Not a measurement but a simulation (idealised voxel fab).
The process module that follows is named voxel gate over fins.
Shown is cross-section cut, with a width of 195 nm and square cells of size 5 nm.
Each cross-section below is a grid of square cells, stated as bands in top-down order, with one or more rows of cells making up each band. Band: top height; bottom height; in nm. Then, left to right: material with width in nm, for each material. "edge to edge": a single material spanning edge to edge. "blank": empty space. Heights from 0 (as-received wafer is one material below). Bottom band endless downward, as "0..down". Note: "30..40" means the width goes from the first number (top row of the band) to the second number (bottom row) in equal steps per row of cells. Where a step carries "no change occurred", the cross-section came out of it unchanged, cell for cell. If an empty space has no open way to the top and is at least 8 cells in size, "Enclosed voids" lists it, written width x height at distance, where distance is measured from the left edge and every value is in nm. Past the settings on a step's line: simulator remark, on that step. overlay nm: where the mask lay relative to plan, measured to the right, on steps with a mask; negatives go left.

The following list gives the planned process steps:
- 1: RECEIVE,material Si
- 2: CONFORMAL_DEP,material SiN,thk nm 5
- 3: DIRECTIONAL_DEP,material aC,thk nm 10
- 4: PATTERN,tone cover,mask id FINS,material resist,width nm 15,pitch nm 40,thk nm 25,overlay nm 0
- 5: DIRECTIONAL_ETCH,etch materials aC,depth nm 10
- 6: STRIP,etch materials resist
- 7: DIRECTIONAL_ETCH,etch materials SiN,depth nm 5
- 8: DIRECTIONAL_ETCH,etch materials Si,depth nm 40
- 9: STRIP,etch materials aC
- 10: OXIDIZE,depth nm 5
- 11: FILL_DEP,material SiO2,thk nm 15
- 12: CMP,height nm 5
- 13: SELECTIVE_ETCH,etch materials SiO2,depth nm 15
- 14: STRIP,etch materials SiN
- 15: CONFORMAL_DEP,material HfO2,thk nm 5
- 16: CONFORMAL_DEP,material TiN,thk nm 5
- 17: CONFORMAL_DEP,material TiAl,thk nm 5
- 18: CONFORMAL_DEP,material TiN,thk nm 5
- 19: FILL_DEP,material W,thk nm 10
- 20: CMP,height nm 25
- 21: CONFORMAL_DEP,material SiN,thk nm 10

Cross-section of the incoming wafer, state after step 1:
0..down  Si edge to edge
Enclosed voids: none

Sectioned view, first of two wafers, at the close of the module, processed as intended in the plan:
35..25  SiN edge to edge
25..20  W edge to edge
20..15  W=55; TiN=85; W=55
15..10  W=55; TiN=5; TiAl=35; TiN=5; TiAl=35; TiN=5; W=55
10..5  TiN=60; TiAl=5; TiN=25; TiAl=5; TiN=5; TiAl=5; TiN=25; TiAl=5; TiN=60
5..0  TiAl=65; TiN=5; HfO2=15; TiN=5; TiAl=15; TiN=5; HfO2=15; TiN=5; TiAl=65
0..-5  TiN=70; HfO2=5; Si=5; HfO2=5; TiN=25; HfO2=5; Si=5; HfO2=5; TiN=70
-5..-10  HfO2=75; Si=5; HfO2=35; Si=5; HfO2=75
-10..-45  SiO2=75; Si=5; SiO2=35; Si=5; SiO2=75
-45..down  Si edge to edge
Enclosed voids: none

Wafer two, sectioned after the module: the first wafer's start, the first wafer's plan, and one mistake in how it was run:
35..25  SiN edge to edge
25..15  W edge to edge
15..5  W=60; TiN=35; W=5; TiN=35; W=60
5..0  TiN=70; HfO2=15; TiN=25; HfO2=15; TiN=70
0..-5  TiN=70; HfO2=5; Si=5; HfO2=5; TiN=25; HfO2=5; Si=5; HfO2=5; TiN=70
-5..-10  HfO2=75; Si=5; HfO2=35; Si=5; HfO2=75
-10..-45  SiO2=75; Si=5; SiO2=35; Si=5; SiO2=75
-45..down  Si edge to edge
Enclosed voids: none
Processing error: plan step 17: skipped, not run
Final wafer comparison in cells, second versus first, more or fewer per material: TiAl -47 | TiN +2 | W +45
